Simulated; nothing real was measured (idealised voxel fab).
Process module under the name voxel released beams
Square cells of 5 nm make up the cross-section cut, whose width is 215 nm.
Cross-sections here: square-cell grids, written as top-down lists of bands, a band being one or more rows of cells. Band: top and bottom heights (nm) first, top before bottom; then materials from left to right, widths in nm. "throughout" marks a sole material filling the band edge to edge. "blank" denotes empty space. We count height from 0. Below that, the starting wafer is all one material. The lowest band never ends at the bottom but goes on down; see "0 and below" for how that is written. The notation "30 to 40" denotes a width that varies across the rows of cells in the band, beginning at the first number in the top row, finishing at the second number in the bottom row, and changing by an identical amount from each row to the next. Given "no change occurred" for a step, no cell of the cross-section differs between before and after that step. You'll see "Listed closed voids" listing empty spaces that have no way open to the top, as long as they're 8 cells or more; the notation is width x height at distance, where the distance is from the left edge, and all of it is in nm. What comes after the settings on a step's line is commentary from the simulator itself on that step. The setting "overlay nm" may be written on the line of a step. When the step uses a mask, the value reports how far to the right of the planned place the mask lay, and a negative value reports that it lay to the left.

### The following list gives the planned process steps
1) RECEIVE with material Si
2) CONFORMAL_DEP with material Al2O3, thk nm 5
3) DIRECTIONAL_DEP with material SiO2, thk nm 10
4) PATTERN with tone open, mask id ANCHOR, material resist, width nm 45, thk nm 15, overlay nm 0
5) DIRECTIONAL_ETCH with etch materials SiO2, depth nm 10
6) STRIP with etch materials resist
7) CONFORMAL_DEP with material polySi, thk nm 15
8) PATTERN with tone cover, mask id BEAM, material resist, width nm 125, thk nm 15, overlay nm 0
9) DIRECTIONAL_ETCH with etch materials polySi, depth nm 15
10) STRIP with etch materials resist
11) STRIP with etch materials SiO2

### Cross-sectional view of the wafer in its as-received condition, corresponding to the state after step 1
* 0 and below | Si throughout
* Listed closed voids: none

### Module complete - cross-section of the first of two wafers, run according to plan
* 30 down to 20 | 40 nm blank  20 nm polySi  15 nm blank  90 nm polySi  50 nm blank
* 20 down to 15 | 40 nm blank  125 nm polySi  50 nm blank
* 15 down to 5 | 45 nm blank  45 nm polySi  125 nm blank
* 5 down to 0 | Al2O3 throughout
* 0 and below | Si throughout
* Listed closed voids: none

### Wafer two, end of module, cross-section. Same start, same plan as wafer one. One mistake in the run
* 30 down to 20 | 40 nm blank  20 nm polySi  15 nm blank  95 nm polySi  45 nm blank
* 20 down to 15 | 40 nm blank  130 nm polySi  45 nm blank
* 15 down to 5 | 45 nm blank  45 nm polySi  125 nm blank
* 5 down to 0 | Al2O3 throughout
* 0 and below | Si throughout
* Listed closed voids: none
What was the processing mistake? step 8, actual vs plan mismatch, actual run PATTERN with tone cover, mask id BEAM, material resist, width nm 130, thk nm 15, overlay nm 0
Wafer comparison, final, in cells, second relative to first, materials more or fewer: polySi +3
